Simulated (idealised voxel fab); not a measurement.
Name of the process module below: voxel ribs on slabs
It is cross-section cut that appears here, measuring 295 nm in width, its square cells being 5 nm in size.
Just so we're on the same page, the cross-sections are grids of square cells, and they're listed out in bands top to bottom, each band one or more rows deep.
Heights first: top, then bottom, in nm. Then materials, left to right, each with a width in nm. "all across" on a single material: fills the band edge to edge. "air": empty space.
For the purposes of this specification, 0 denotes the height below which the wafer in its as-received condition is composed wholly of one material, and the lowermost band, lacking a lower limit, extends downward without end, as expressed in "0..down".
Quick explanation for "30->40": the width changes in equal steps down the rows of cells, from the first number in the band's top row to the second number in its bottom row.
Step marked "remained unchanged"? Then no cell in the cross-section changed in it.
"Sealed voids" - sealed voids, min. 8 cells, no opening to top; format: width x height at distance (distance from left edge; nm throughout).
What comes after the settings on a step's line is commentary from the simulator itself on that step.
"overlay nm" on a masked step: distance the mask lay right of its planned place, negative for left.
### Steps planned for the process
1: RECEIVE, material Si
2: DIRECTIONAL_DEP, material SiO2, thk nm 30
3: DIRECTIONAL_DEP, material polySi, thk nm 25
4: PATTERN, tone cover, mask id RIB, material resist, width nm 20, thk nm 20, overlay nm 0
5: DIRECTIONAL_ETCH, etch materials polySi, depth nm 15
6: STRIP, etch materials resist
7: MASKED_ETCH, tone cover, mask id SLAB, width nm 60, etch materials polySi, depth nm 10, overlay nm 0
8: FILL_DEP, material SiO2, thk nm 30
9: CMP, height nm 75
10: DIRECTIONAL_DEP, material W, thk nm 5
11: DIRECTIONAL_DEP, material aC, thk nm 10
12: PATTERN, tone cover, mask id HEATER, material resist, width nm 40, thk nm 25, overlay nm 0
13: DIRECTIONAL_ETCH, etch materials aC, depth nm 10
14: STRIP, etch materials resist
15: DIRECTIONAL_ETCH, etch materials W, depth nm 5
16: STRIP, etch materials aC
17: CONFORMAL_DEP, material SiO2, thk nm 10
varied across the wafers: width nm of step 4. The plan shows the first wafer's value. All wafers start alike
### Cross-section, first of several wafers, as delivered after step 1
	0..down: Si all across
	Sealed voids: none
### The table below has one row for each wafer; a row shows, as of the end of the module, how many cells of each material the wafer has gained, marked (+), or lost, marked (-), since it was received, and then the wafer's closed voids
width nm 20; +971 SiO2; +8 W; +36 polySi; Sealed voids: none
width nm 25; +968 SiO2; +8 W; +39 polySi; Sealed voids: none
width nm 30; +965 SiO2; +8 W; +42 polySi; Sealed voids: none
width nm 35; +962 SiO2; +8 W; +45 polySi; Sealed voids: none
width nm 40; +959 SiO2; +8 W; +48 polySi; Sealed voids: none
width nm 45; +956 SiO2; +8 W; +51 polySi; Sealed voids: none
